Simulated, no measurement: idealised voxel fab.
Presented below is a process module, voxel gate over fins.
The cross-section on display is named cut; it measures 170 nm wide, and its cells are 5 nm squares.
Each cross-section below is a grid of square cells, stated as bands in top-down order, with one or more rows of cells making up each band. Within each band entry, the heights of the top and of the bottom of the band appear first, in that order and in nm; the materials of the band then follow from left to right, each with its corresponding width in nm. The designation "edge to edge" on a single material indicates that it fills the band from edge to edge; the designation "blank" indicates empty space. Below 0: as-received wafer, all one material; heights counted from there. Lowest band: no bottom, goes on down, written "from 0 down". It should be noted that a width expressed as "30->40" varies in equal increments from row to row of cells within the band, taking the value of the first number at the top row and that of the second number at the bottom row. What does "same as before" mean for a step? It means no cell of the cross-section changed in that step. Each empty space that has no open way to the top and spans at least 8 cells appears under "Voids, fully enclosed" as width x height at distance, the distance counted from the left edge, all in nm. On a step's line, text after the settings is the simulator commenting on that step. The optional step-line setting "overlay nm" applies to steps with a mask and quantifies how far to the right of its planned location the mask lay, a negative value indicating leftward placement.

### Process steps - plan
1,RECEIVE with material Si
2,CONFORMAL_DEP with material SiN, thk nm 10
3,DIRECTIONAL_DEP with material aC, thk nm 15
4,PATTERN with tone cover, mask id FINS, material resist, width nm 15, pitch nm 35, thk nm 30, overlay nm 0
5,DIRECTIONAL_ETCH with etch materials aC, depth nm 15
6,STRIP with etch materials resist
7,DIRECTIONAL_ETCH with etch materials SiN, depth nm 10
8,DIRECTIONAL_ETCH with etch materials Si, depth nm 40
9,STRIP with etch materials aC
10,OXIDIZE with depth nm 5
11,FILL_DEP with material SiO2, thk nm 15
12,CMP with height nm 10
13,SELECTIVE_ETCH with etch materials SiO2, depth nm 25
14,STRIP with etch materials SiN
15,CONFORMAL_DEP with material HfO2, thk nm 5
16,CONFORMAL_DEP with material TiN, thk nm 5
17,CONFORMAL_DEP with material TiAl, thk nm 5
18,CONFORMAL_DEP with material TiN, thk nm 5
19,FILL_DEP with material W, thk nm 15
20,CMP with height nm 30
21,CONFORMAL_DEP with material SiCN, thk nm 5

### Incoming wafer in cross-section (state: after step 1)
    from 0 down  Si edge to edge
    Voids, fully enclosed: none

### First of two wafers, end-of-module section, run followed plan
    from 35 to 30  SiCN edge to edge
    from 30 to 20  W edge to edge
    from 20 to 15  W 10 nm | TiN 150 nm | W 10 nm
    from 15 to 10  W 10 nm | TiN 5 nm | TiAl 140 nm | TiN 5 nm | W 10 nm
    from 10 to 5  W 10 nm | TiN 5 nm | TiAl 5 nm | TiN 25 nm | TiAl 10 nm | TiN 25 nm | TiAl 10 nm | TiN 25 nm | TiAl 10 nm | TiN 25 nm | TiAl 5 nm | TiN 5 nm | W 10 nm
    from 5 to 0  TiN 15 nm | TiAl 5 nm | TiN 5 nm | HfO2 15 nm | TiN 5 nm | TiAl 10 nm | TiN 5 nm | HfO2 15 nm | TiN 5 nm | TiAl 10 nm | TiN 5 nm | HfO2 15 nm | TiN 5 nm | TiAl 10 nm | TiN 5 nm | HfO2 15 nm | TiN 5 nm | TiAl 5 nm | TiN 15 nm
    from 0 to -5  TiAl 20 nm | TiN 5 nm | HfO2 5 nm | Si 5 nm | HfO2 5 nm | TiN 5 nm | TiAl 10 nm | TiN 5 nm | HfO2 5 nm | Si 5 nm | HfO2 5 nm | TiN 5 nm | TiAl 10 nm | TiN 5 nm | HfO2 5 nm | Si 5 nm | HfO2 5 nm | TiN 5 nm | TiAl 10 nm | TiN 5 nm | HfO2 5 nm | Si 5 nm | HfO2 5 nm | TiN 5 nm | TiAl 20 nm
    from -5 to -10  TiN 25 nm | HfO2 5 nm | Si 5 nm | HfO2 5 nm | TiN 20 nm | HfO2 5 nm | Si 5 nm | HfO2 5 nm | TiN 20 nm | HfO2 5 nm | Si 5 nm | HfO2 5 nm | TiN 20 nm | HfO2 5 nm | Si 5 nm | HfO2 5 nm | TiN 25 nm
    from -10 to -15  HfO2 30 nm | Si 5 nm | HfO2 30 nm | Si 5 nm | HfO2 30 nm | Si 5 nm | HfO2 30 nm | Si 5 nm | HfO2 30 nm
    from -15 to -45  SiO2 30 nm | Si 5 nm | SiO2 30 nm | Si 5 nm | SiO2 30 nm | Si 5 nm | SiO2 30 nm | Si 5 nm | SiO2 30 nm
    from -45 down  Si edge to edge
    Voids, fully enclosed: none

### Cross-section at end of module for the second wafer of two, which matched the first in starting point and plan and differed by one mistake in its processing
    from 35 to 30  SiCN edge to edge
    from 30 to 15  W edge to edge
    from 15 to 10  W 15 nm | TiN 140 nm | W 15 nm
    from 10 to 5  W 15 nm | TiN 5 nm | TiAl 25 nm | TiN 10 nm | TiAl 25 nm | TiN 10 nm | TiAl 25 nm | TiN 10 nm | TiAl 25 nm | TiN 5 nm | W 15 nm
    from 5 to 0  W 15 nm | TiN 5 nm | TiAl 5 nm | HfO2 15 nm | TiAl 5 nm | TiN 10 nm | TiAl 5 nm | HfO2 15 nm | TiAl 5 nm | TiN 10 nm | TiAl 5 nm | HfO2 15 nm | TiAl 5 nm | TiN 10 nm | TiAl 5 nm | HfO2 15 nm | TiAl 5 nm | TiN 5 nm | W 15 nm
    from 0 to -5  TiN 20 nm | TiAl 5 nm | HfO2 5 nm | Si 5 nm | HfO2 5 nm | TiAl 5 nm | TiN 10 nm | TiAl 5 nm | HfO2 5 nm | Si 5 nm | HfO2 5 nm | TiAl 5 nm | TiN 10 nm | TiAl 5 nm | HfO2 5 nm | Si 5 nm | HfO2 5 nm | TiAl 5 nm | TiN 10 nm | TiAl 5 nm | HfO2 5 nm | Si 5 nm | HfO2 5 nm | TiAl 5 nm | TiN 20 nm
    from -5 to -10  TiAl 25 nm | HfO2 5 nm | Si 5 nm | HfO2 5 nm | TiAl 20 nm | HfO2 5 nm | Si 5 nm | HfO2 5 nm | TiAl 20 nm | HfO2 5 nm | Si 5 nm | HfO2 5 nm | TiAl 20 nm | HfO2 5 nm | Si 5 nm | HfO2 5 nm | TiAl 25 nm
    from -10 to -15  HfO2 30 nm | Si 5 nm | HfO2 30 nm | Si 5 nm | HfO2 30 nm | Si 5 nm | HfO2 30 nm | Si 5 nm | HfO2 30 nm
    from -15 to -45  SiO2 30 nm | Si 5 nm | SiO2 30 nm | Si 5 nm | SiO2 30 nm | Si 5 nm | SiO2 30 nm | Si 5 nm | SiO2 30 nm
    from -45 down  Si edge to edge
    Voids, fully enclosed: none
Processing error: step 16 of the plan was bypassed and not carried out
Final difference in cells, second wafer against first, listed per material as more or fewer: -40 TiN | +40 W
